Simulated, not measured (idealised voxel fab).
The following process module bears the name voxel gate over fins.
Section shown: cut. Width: 180 nm. Cell size: 5 nm, square.
Think of the cross-section as a grid of square cells. We describe it in bands, top to bottom, and each band covers one or more rows of those cells. The entry gives the band's vertical extent as a top height and a bottom height in nm, then its horizontal make-up as materials from left to right, each with a width in nm. "blank" stands for empty space; a single material marked "throughout" fills the band edge to edge. Counting heights begins at 0, where everything beneath is, in the wafer as received, one material. The lowest band has no bottom; it goes on downwards, as "top 0, no bottom" shows. Width: "30->40" (first number = top row, second number = bottom row, same change from row to row of cells). "remains unaltered" for a step: no cell of the cross-section changed in that step. Heads up: "Closed internal voids" only lists the empty pockets with no open path to the top that are 8 cells or more, and it writes them as width x height at distance, distance from the left edge, in nm. Read whatever lies past the settings on a step's line as the simulator's own remark about the step. Among the settings permitted on a step's line is "overlay nm"; applied to a step with a mask, it specifies the extent to which the mask lay to the right of its planned position, whereas a negative figure signifies a position to the left.

# This section lists the process steps that were planned
1. RECEIVE [material Si]
2. CONFORMAL_DEP [material SiN] [thk nm 10]
3. MASKED_ETCH [tone cover] [mask id FINS] [width nm 15] [pitch nm 60] [etch materials SiN] [depth nm 10] [overlay nm 0]
4. MASKED_ETCH [tone cover] [mask id FINS] [width nm 15] [pitch nm 60] [etch materials Si] [depth nm 35] [overlay nm 0]
5. FILL_DEP [material SiO2] [thk nm 15]
6. CMP [height nm 10]
7. MASKED_ETCH [tone open] [mask id RAIL] [width nm 15] [etch materials SiO2] [depth nm 40] [overlay nm 0]
8. CONFORMAL_DEP [material TiN] [thk nm 5]
9. FILL_DEP [material W] [thk nm 10]
10. CMP [height nm 10]
11. SELECTIVE_ETCH [etch materials W Ru TiN] [depth nm 25]
12. FILL_DEP [material SiO2] [thk nm 5]
13. CMP [height nm 10]
14. SELECTIVE_ETCH [etch materials SiO2] [depth nm 20]
15. STRIP [etch materials SiN]
16. CONFORMAL_DEP [material HfO2] [thk nm 5]
17. CONFORMAL_DEP [material TiN] [thk nm 5]
18. FILL_DEP [material W] [thk nm 10]
19. CMP [height nm 15]
20. CONFORMAL_DEP [material SiCN] [thk nm 10]

# first wafer, as planned

# Wafer cross-section on receipt, i.e. after step 1
- top 0, no bottom | Si throughout
- Closed internal voids: none

# The wafer, seen in cross-section, after step 2
- top 10, bottom 0 | SiN throughout
- Heights below 0 show no change.

# The wafer, seen in cross-section, after step 3
- top 10, bottom 0 | blank 50 nm | SiN 15 nm | blank 45 nm | SiN 15 nm | blank 55 nm
- Heights below 0 show no change.

# The wafer, seen in cross-section, after step 4
- top 10, bottom 0 | blank 50 nm | SiN 15 nm | blank 45 nm | SiN 15 nm | blank 55 nm
- top 0, bottom -35 | blank 50 nm | Si 15 nm | blank 45 nm | Si 15 nm | blank 55 nm
- Heights below -35 show no change.

# The wafer, seen in cross-section, after step 5
- top 25, bottom 10 | SiO2 throughout
- top 10, bottom 0 | SiO2 50 nm | SiN 15 nm | SiO2 45 nm | SiN 15 nm | SiO2 55 nm
- top 0, bottom -35 | SiO2 50 nm | Si 15 nm | SiO2 45 nm | Si 15 nm | SiO2 55 nm
- Heights below -35 show no change.

# The wafer, seen in cross-section, after step 6
- top 10, bottom 0 | SiO2 50 nm | SiN 15 nm | SiO2 45 nm | SiN 15 nm | SiO2 55 nm
- Heights below 0 show no change.

# The wafer, seen in cross-section, after step 7
- top 10, bottom 0 | SiO2 50 nm | SiN 15 nm | SiO2 15 nm | blank 15 nm | SiO2 15 nm | SiN 15 nm | SiO2 55 nm
- top 0, bottom -30 | SiO2 50 nm | Si 15 nm | SiO2 15 nm | blank 15 nm | SiO2 15 nm | Si 15 nm | SiO2 55 nm
- Heights below -30 show no change.

# The wafer, seen in cross-section, after step 8
- top 15, bottom 10 | TiN 85 nm | blank 5 nm | TiN 90 nm
- top 10, bottom 0 | SiO2 50 nm | SiN 15 nm | SiO2 15 nm | TiN 5 nm | blank 5 nm | TiN 5 nm | SiO2 15 nm | SiN 15 nm | SiO2 55 nm
- top 0, bottom -25 | SiO2 50 nm | Si 15 nm | SiO2 15 nm | TiN 5 nm | blank 5 nm | TiN 5 nm | SiO2 15 nm | Si 15 nm | SiO2 55 nm
- top -25, bottom -30 | SiO2 50 nm | Si 15 nm | SiO2 15 nm | TiN 15 nm | SiO2 15 nm | Si 15 nm | SiO2 55 nm
- Heights below -30 show no change.

# The wafer, seen in cross-section, after step 9
- top 25, bottom 15 | W throughout
- top 15, bottom 10 | TiN 85 nm | W 5 nm | TiN 90 nm
- top 10, bottom 0 | SiO2 50 nm | SiN 15 nm | SiO2 15 nm | TiN 5 nm | W 5 nm | TiN 5 nm | SiO2 15 nm | SiN 15 nm | SiO2 55 nm
- top 0, bottom -25 | SiO2 50 nm | Si 15 nm | SiO2 15 nm | TiN 5 nm | W 5 nm | TiN 5 nm | SiO2 15 nm | Si 15 nm | SiO2 55 nm
- Heights below -25 show no change.

# The wafer, seen in cross-section, after step 10
- top 10, bottom 0 | SiO2 50 nm | SiN 15 nm | SiO2 15 nm | TiN 5 nm | W 5 nm | TiN 5 nm | SiO2 15 nm | SiN 15 nm | SiO2 55 nm
- Heights below 0 show no change.

# The wafer, seen in cross-section, after step 11
- top 10, bottom 0 | SiO2 50 nm | SiN 15 nm | SiO2 15 nm | blank 15 nm | SiO2 15 nm | SiN 15 nm | SiO2 55 nm
- top 0, bottom -15 | SiO2 50 nm | Si 15 nm | SiO2 15 nm | blank 15 nm | SiO2 15 nm | Si 15 nm | SiO2 55 nm
- Heights below -15 show no change.

# The wafer, seen in cross-section, after step 12
- top 15, bottom 10 | SiO2 throughout
- top 10, bottom 0 | SiO2 50 nm | SiN 15 nm | SiO2 45 nm | SiN 15 nm | SiO2 55 nm
- top 0, bottom -15 | SiO2 50 nm | Si 15 nm | SiO2 45 nm | Si 15 nm | SiO2 55 nm
- Heights below -15 show no change.

# The wafer, seen in cross-section, after step 13
- top 10, bottom 0 | SiO2 50 nm | SiN 15 nm | SiO2 45 nm | SiN 15 nm | SiO2 55 nm
- Heights below 0 show no change.

# The wafer, seen in cross-section, after step 14
- top 10, bottom 0 | blank 50 nm | SiN 15 nm | blank 45 nm | SiN 15 nm | blank 55 nm
- top 0, bottom -10 | blank 50 nm | Si 15 nm | blank 45 nm | Si 15 nm | blank 55 nm
- Heights below -10 show no change.

# The wafer, seen in cross-section, after step 15
- top 0, bottom -10 | blank 50 nm | Si 15 nm | blank 45 nm | Si 15 nm | blank 55 nm
- Heights below -10 show no change.

# The wafer, seen in cross-section, after step 16
- top 5, bottom 0 | blank 45 nm | HfO2 25 nm | blank 35 nm | HfO2 25 nm | blank 50 nm
- top 0, bottom -5 | blank 45 nm | HfO2 5 nm | Si 15 nm | HfO2 5 nm | blank 35 nm | HfO2 5 nm | Si 15 nm | HfO2 5 nm | blank 50 nm
- top -5, bottom -10 | HfO2 50 nm | Si 15 nm | HfO2 45 nm | Si 15 nm | HfO2 55 nm
- Heights below -10 show no change.

# The wafer, seen in cross-section, after step 17
- top 10, bottom 5 | blank 40 nm | TiN 35 nm | blank 25 nm | TiN 35 nm | blank 45 nm
- top 5, bottom 0 | blank 40 nm | TiN 5 nm | HfO2 25 nm | TiN 5 nm | blank 25 nm | TiN 5 nm | HfO2 25 nm | TiN 5 nm | blank 45 nm
- top 0, bottom -5 | TiN 45 nm | HfO2 5 nm | Si 15 nm | HfO2 5 nm | TiN 35 nm | HfO2 5 nm | Si 15 nm | HfO2 5 nm | TiN 50 nm
- Heights below -5 show no change.

# The wafer, seen in cross-section, after step 18
- top 20, bottom 10 | W throughout
- top 10, bottom 5 | W 40 nm | TiN 35 nm | W 25 nm | TiN 35 nm | W 45 nm
- top 5, bottom 0 | W 40 nm | TiN 5 nm | HfO2 25 nm | TiN 5 nm | W 25 nm | TiN 5 nm | HfO2 25 nm | TiN 5 nm | W 45 nm
- Heights below 0 show no change.

# The wafer, seen in cross-section, after step 19
- top 15, bottom 10 | W throughout
- Heights below 10 show no change.

# The wafer, seen in cross-section, after step 20
- top 25, bottom 15 | SiCN throughout
- Heights below 15 show no change.

# What follows concerns the second wafer, which started out like the first and was meant to follow the very same plan; one mistake crept in when it was run, but everything up to and including step 13 is the same as for the first wafer

# Cross-section of the second wafer at the time by which step 14 should have been completed according to the plan
- top 10, bottom 0 | SiO2 50 nm | blank 15 nm | SiO2 45 nm | blank 15 nm | SiO2 55 nm
- Heights below 0 show no change.

# Cross-section of the second wafer at the time by which step 15 should have been completed according to the plan
- top 0, bottom -10 | blank 50 nm | Si 15 nm | blank 45 nm | Si 15 nm | blank 55 nm
- top -10, bottom -15 | SiO2 30 nm | blank 20 nm | Si 15 nm | blank 20 nm | SiO2 5 nm | blank 20 nm | Si 15 nm | blank 20 nm | SiO2 35 nm
- top -15, bottom -20 | SiO2 30 nm | blank 20 nm | Si 15 nm | blank 15 nm | TiN 5 nm | W 5 nm | TiN 5 nm | blank 15 nm | Si 15 nm | blank 20 nm | SiO2 35 nm
- Heights below -20 show no change.

# Cross-section of the second wafer at the time by which step 16 should have been completed according to the plan
- top 5, bottom 0 | blank 45 nm | HfO2 25 nm | blank 35 nm | HfO2 25 nm | blank 50 nm
- top 0, bottom -5 | blank 45 nm | HfO2 5 nm | Si 15 nm | HfO2 5 nm | blank 35 nm | HfO2 5 nm | Si 15 nm | HfO2 5 nm | blank 50 nm
- top -5, bottom -10 | HfO2 35 nm | blank 10 nm | HfO2 5 nm | Si 15 nm | HfO2 5 nm | blank 10 nm | HfO2 15 nm | blank 10 nm | HfO2 5 nm | Si 15 nm | HfO2 5 nm | blank 10 nm | HfO2 40 nm
- top -10, bottom -15 | SiO2 30 nm | HfO2 5 nm | blank 10 nm | HfO2 5 nm | Si 15 nm | HfO2 5 nm | blank 5 nm | HfO2 10 nm | SiO2 5 nm | HfO2 10 nm | blank 5 nm | HfO2 5 nm | Si 15 nm | HfO2 5 nm | blank 10 nm | HfO2 5 nm | SiO2 35 nm
- top -15, bottom -20 | SiO2 30 nm | HfO2 20 nm | Si 15 nm | HfO2 15 nm | TiN 5 nm | W 5 nm | TiN 5 nm | HfO2 15 nm | Si 15 nm | HfO2 20 nm | SiO2 35 nm
- Heights below -20 show no change.

# Cross-section of the second wafer at the time by which step 17 should have been completed according to the plan
- top 10, bottom 5 | blank 40 nm | TiN 35 nm | blank 25 nm | TiN 35 nm | blank 45 nm
- top 5, bottom 0 | blank 40 nm | TiN 5 nm | HfO2 25 nm | TiN 5 nm | blank 25 nm | TiN 5 nm | HfO2 25 nm | TiN 5 nm | blank 45 nm
- top 0, bottom -5 | TiN 45 nm | HfO2 5 nm | Si 15 nm | HfO2 5 nm | TiN 35 nm | HfO2 5 nm | Si 15 nm | HfO2 5 nm | TiN 50 nm
- top -5, bottom -10 | HfO2 35 nm | TiN 10 nm | HfO2 5 nm | Si 15 nm | HfO2 5 nm | TiN 10 nm | HfO2 15 nm | TiN 10 nm | HfO2 5 nm | Si 15 nm | HfO2 5 nm | TiN 10 nm | HfO2 40 nm
- top -10, bottom -15 | SiO2 30 nm | HfO2 5 nm | TiN 10 nm | HfO2 5 nm | Si 15 nm | HfO2 5 nm | TiN 5 nm | HfO2 10 nm | SiO2 5 nm | HfO2 10 nm | TiN 5 nm | HfO2 5 nm | Si 15 nm | HfO2 5 nm | TiN 10 nm | HfO2 5 nm | SiO2 35 nm
- Heights below -15 show no change.

# Cross-section of the second wafer at the time by which step 18 should have been completed according to the plan
- top 20, bottom 10 | W throughout
- top 10, bottom 5 | W 40 nm | TiN 35 nm | W 25 nm | TiN 35 nm | W 45 nm
- top 5, bottom 0 | W 40 nm | TiN 5 nm | HfO2 25 nm | TiN 5 nm | W 25 nm | TiN 5 nm | HfO2 25 nm | TiN 5 nm | W 45 nm
- Heights below 0 show no change.

# Cross-section of the second wafer at the time by which step 19 should have been completed according to the plan
- top 15, bottom 10 | W throughout
- Heights below 10 show no change.

# Cross-section of the second wafer at the time by which step 20 should have been completed according to the plan
- top 25, bottom 15 | SiCN throughout
- Heights below 15 show no change.
What broke from the plan during processing? contrary to the plan, steps 14 and 15 were processed in exchanged order
FYI, end of process, the second wafer has more or fewer cells of some materials than the first: HfO2 +16 | SiO2 -30 | TiN +14
